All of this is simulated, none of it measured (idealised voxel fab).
Title: Process Module voxel fin reveal
185 nm wide, 5 nm square cells: that's cross-section cut.
This document writes a cross-section as a grid whose cells are square, and gives it as bands, listed from the top down; one or more rows of cells form a band. Heads up on the band format: heights come first, top then bottom, in nm. After that it's the materials left to right, each with its width in nm. A single material flagged "throughout" fills the whole band edge to edge, and "air" means there's empty space there. Heights are expressed relative to 0, this being the level below which the as-received wafer comprises one material exclusively. The lowest band is unbounded in the downward direction and is denoted as in "0 nm and below". The width entry "30..40" should be interpreted row by row: the top row of cells in the band takes the first number, the bottom row takes the second number, and the change between adjacent rows is uniform throughout. The designation "no modification", where it is given for a processing step, indicates that no cell of the cross-section was altered in the course of that step. "Non-vented voids" - sealed voids, min. 8 cells, no opening to top; format: width x height at distance (distance from left edge; nm throughout). Anything after a step's settings on that line? It's the simulator's own note about the step. overlay nm: on a step with a mask, how far right of its planned place the mask lay; negative means left.

-- Process steps - plan
1: RECEIVE | material Si
2: CONFORMAL_DEP | material SiN | thk nm 5
3: PATTERN | tone cover | mask id FINS | material resist | width nm 15 | pitch nm 40 | thk nm 15 | overlay nm 0
4: DIRECTIONAL_ETCH | etch materials SiN | depth nm 5
5: DIRECTIONAL_ETCH | etch materials Si | depth nm 40
6: STRIP | etch materials resist
7: OXIDIZE | depth nm 5
8: FILL_DEP | material SiO2 | thk nm 5
9: CMP | height nm 5
10: SELECTIVE_ETCH | etch materials SiO2 | depth nm 35
11: STRIP | etch materials SiN

-- Cross-section of the wafer upon arrival, representing the state reached after step 1
> 0 nm and below: Si throughout
> Non-vented voids: none

-- Final cross-section, module run with one mistake (start and plan as above)
> 0 nm to -30 nm: 45 air  5 Si  35 air  5 Si  35 air  5 Si  55 air
> -30 nm to -45 nm: 45 SiO2  5 Si  35 SiO2  5 Si  35 SiO2  5 Si  55 SiO2
> -45 nm and below: Si throughout
> Non-vented voids: none
Want to know what went wrong? step 3 ran as: PATTERN | tone cover | mask id FINS | material resist | width nm 15 | pitch nm 40 | thk nm 15 | overlay nm -5
